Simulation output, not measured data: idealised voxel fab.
The following process module bears the name voxel released beams.
Cross-section cut spans 240 nm and uses square cells 5 nm in size.
Cross-section, as written here: a square-cell grid given band by band from the top down, where a band holds one or more rows of cells. This entry defines a band. It first specifies the height of the band's top and the height of its bottom in nm, and then specifies the band's materials from left to right, stating each material with its width in nm. The word "full width" identifies a single material that fills the band from edge to edge, while the word "empty" identifies empty space. Convention: height 0 is the level below which the wafer, as received, is all one material. The lowest band does not terminate at the bottom but continues downward, represented as "0..down". It should be noted that a width expressed as "30..40" varies in equal increments from row to row of cells within the band, taking the value of the first number at the top row and that of the second number at the bottom row. "nothing different", as given for a step, is the statement that not any cell of the cross-section underwent a change during that step. Empty spaces without an open route to the top, at least 8 cells in extent, make up the entry "Sealed internal cavities"; each is given as width x height at distance, where the distance is measured from the left edge, and all are in nm. after a step's settings: what the simulator itself notes on the step. The optional step-line setting "overlay nm" applies to steps with a mask and quantifies how far to the right of its planned location the mask lay, a negative value indicating leftward placement.
Here's what the planned process steps look like:
1) RECEIVE | material Si
2) CONFORMAL_DEP | material SiN | thk nm 5
3) DIRECTIONAL_DEP | material SiO2 | thk nm 15
4) PATTERN | tone open | mask id ANCHOR | material resist | width nm 40 | thk nm 15 | overlay nm 0
5) DIRECTIONAL_ETCH | etch materials SiO2 | depth nm 15
6) STRIP | etch materials resist
7) CONFORMAL_DEP | material TiN | thk nm 15
8) MASKED_ETCH | tone cover | mask id BEAM | width nm 85 | etch materials TiN | depth nm 15 | overlay nm 0
9) STRIP | etch materials SiO2
Step 1 complete: cross-section of the wafer as received:
	0..down = Si full width
	Sealed internal cavities: none
Starting wafer: above. Plan: above. Run: one mistake. Cross-section after the module: below:
	35..20 = 75 of empty; 85 of TiN; 80 of empty
	20..15 = SiN full width
	15..0 = SiO2 full width
	0..down = Si full width
	Sealed internal cavities: none
Here's what went sideways: note: step 2 <-> step 3, run order reversed vs plan
